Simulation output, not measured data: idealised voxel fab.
voxel released beams: a process module
In the cross-section labelled cut, the width is 195 nm and each square cell is 5 nm.
Cross-sections here: square-cell grids, written as top-down lists of bands, a band being one or more rows of cells. Heads up on the band format: heights come first, top then bottom, in nm. After that it's the materials left to right, each with its width in nm. A single material flagged "full width" fills the whole band edge to edge, and "blank" means there's empty space there. Height is counted from the level 0, under which the received wafer is composed throughout of one material. The lowest of the bands is not closed at the bottom but continues downward, in the notation "z 0 and below". The expression "30->40" gives the width at the extremes of the band, the first number at its top row of cells and the second at its bottom row, with the width changing by equal amounts from each row to the next in between. It should be understood that the words "remains unaltered", when stated for a given step, signify that the cross-section underwent no change in any of its cells during that step. Empty spaces without an open route to the top, at least 8 cells in extent, make up the entry "Unvented cavities"; each is given as width x height at distance, where the distance is measured from the left edge, and all are in nm. On a step's line, text after the settings is the simulator commenting on that step. The optional step-line setting "overlay nm" applies to steps with a mask and quantifies how far to the right of its planned location the mask lay, a negative value indicating leftward placement.

Process steps foreseen in the plan:
- 1: RECEIVE, material Si
- 2: CONFORMAL_DEP, material Al2O3, thk nm 10
- 3: DIRECTIONAL_DEP, material SiO2, thk nm 15
- 4: DIRECTIONAL_DEP, material aC, thk nm 10
- 5: PATTERN, tone open, mask id ANCHOR, material resist, width nm 40, thk nm 30, overlay nm 0
- 6: DIRECTIONAL_ETCH, etch materials aC, depth nm 10
- 7: STRIP, etch materials resist
- 8: DIRECTIONAL_ETCH, etch materials SiO2, depth nm 15
- 9: STRIP, etch materials aC
- 10: CONFORMAL_DEP, material SiN, thk nm 15
- 11: MASKED_ETCH, tone cover, mask id BEAM, width nm 85, etch materials SiN, depth nm 15, overlay nm 0
- 12: STRIP, etch materials SiO2

First of two wafers, with the run carried out as planned:

Received-state cross-section, reflecting completion of step 1:
    z 0 and below  Si full width
    Unvented cavities: none

Upon completion of step 2, the wafer appears in cross-section as shown:
    z 10 to 0  Al2O3 full width
    Everything under 0 stays put, no change at all.

Upon completion of step 3, the wafer appears in cross-section as shown:
    z 25 to 10  SiO2 full width
    Everything under 10 stays put, no change at all.

Upon completion of step 4, the wafer appears in cross-section as shown:
    z 35 to 25  aC full width
    Everything under 25 stays put, no change at all.

Upon completion of step 5, the wafer appears in cross-section as shown:
    z 65 to 35  resist 55 nm, blank 40 nm, resist 100 nm
    Everything under 35 stays put, no change at all.

Upon completion of step 6, the wafer appears in cross-section as shown:
    z 55 to 35  resist 55 nm, blank 40 nm, resist 100 nm
    z 35 to 25  aC 55 nm, blank 40 nm, aC 100 nm
    Everything under 25 stays put, no change at all.

Upon completion of step 7, the wafer appears in cross-section as shown:
    z 35 to 25  aC 55 nm, blank 40 nm, aC 100 nm
    Everything under 25 stays put, no change at all.

Upon completion of step 8, the wafer appears in cross-section as shown:
    z 35 to 25  aC 55 nm, blank 40 nm, aC 100 nm
    z 25 to 10  SiO2 55 nm, blank 40 nm, SiO2 100 nm
    Everything under 10 stays put, no change at all.

Upon completion of step 9, the wafer appears in cross-section as shown:
    z 25 to 10  SiO2 55 nm, blank 40 nm, SiO2 100 nm
    Everything under 10 stays put, no change at all.

Upon completion of step 10, the wafer appears in cross-section as shown:
    z 40 to 25  SiN 70 nm, blank 10 nm, SiN 115 nm
    z 25 to 10  SiO2 55 nm, SiN 40 nm, SiO2 100 nm
    Everything under 10 stays put, no change at all.

Upon completion of step 11, the wafer appears in cross-section as shown:
    z 40 to 25  blank 50 nm, SiN 20 nm, blank 10 nm, SiN 55 nm, blank 60 nm
    Everything under 25 stays put, no change at all.

Upon completion of step 12, the wafer appears in cross-section as shown:
    z 40 to 25  blank 50 nm, SiN 20 nm, blank 10 nm, SiN 55 nm, blank 60 nm
    z 25 to 10  blank 55 nm, SiN 40 nm, blank 100 nm
    Everything under 10 stays put, no change at all.

Wafer two of the pair: same origin, same plan, one error during the run; identical to wafer one up to and including step 2:

Cross-section of the second wafer at the time by which step 3 should have been completed according to the plan:
    z 15 to 10  SiO2 full width
    Everything under 10 stays put, no change at all.

Cross-section of the second wafer at the time by which step 4 should have been completed according to the plan:
    z 25 to 15  aC full width
    Everything under 15 stays put, no change at all.

Cross-section of the second wafer at the time by which step 5 should have been completed according to the plan:
    z 55 to 25  resist 55 nm, blank 40 nm, resist 100 nm
    Everything under 25 stays put, no change at all.

Cross-section of the second wafer at the time by which step 6 should have been completed according to the plan:
    z 45 to 25  resist 55 nm, blank 40 nm, resist 100 nm
    z 25 to 15  aC 55 nm, blank 40 nm, aC 100 nm
    Everything under 15 stays put, no change at all.

Cross-section of the second wafer at the time by which step 7 should have been completed according to the plan:
    z 25 to 15  aC 55 nm, blank 40 nm, aC 100 nm
    Everything under 15 stays put, no change at all.

Cross-section of the second wafer at the time by which step 8 should have been completed according to the plan:
    z 25 to 15  aC 55 nm, blank 40 nm, aC 100 nm
    z 15 to 10  SiO2 55 nm, blank 40 nm, SiO2 100 nm
    Everything under 10 stays put, no change at all.

Cross-section of the second wafer at the time by which step 9 should have been completed according to the plan:
    z 15 to 10  SiO2 55 nm, blank 40 nm, SiO2 100 nm
    Everything under 10 stays put, no change at all.

Cross-section of the second wafer at the time by which step 10 should have been completed according to the plan:
    z 30 to 25  SiN 70 nm, blank 10 nm, SiN 115 nm
    z 25 to 15  SiN full width
    z 15 to 10  SiO2 55 nm, SiN 40 nm, SiO2 100 nm
    Everything under 10 stays put, no change at all.

Cross-section of the second wafer at the time by which step 11 should have been completed according to the plan:
    z 30 to 25  blank 50 nm, SiN 20 nm, blank 10 nm, SiN 55 nm, blank 60 nm
    z 25 to 15  blank 50 nm, SiN 85 nm, blank 60 nm
    Everything under 15 stays put, no change at all.

Cross-section of the second wafer at the time by which step 12 should have been completed according to the plan:
    z 30 to 25  blank 50 nm, SiN 20 nm, blank 10 nm, SiN 55 nm, blank 60 nm
    z 25 to 15  blank 50 nm, SiN 85 nm, blank 60 nm
    z 15 to 10  blank 55 nm, SiN 40 nm, blank 100 nm
    Everything under 10 stays put, no change at all.
Which mistake was made when the wafer was run? step 3: run off-plan, actual operation and settings DIRECTIONAL_DEP, material SiO2, thk nm 5
Wrapping up, a cell-based count of both wafers puts the second over or under the first for these materials: SiN -12
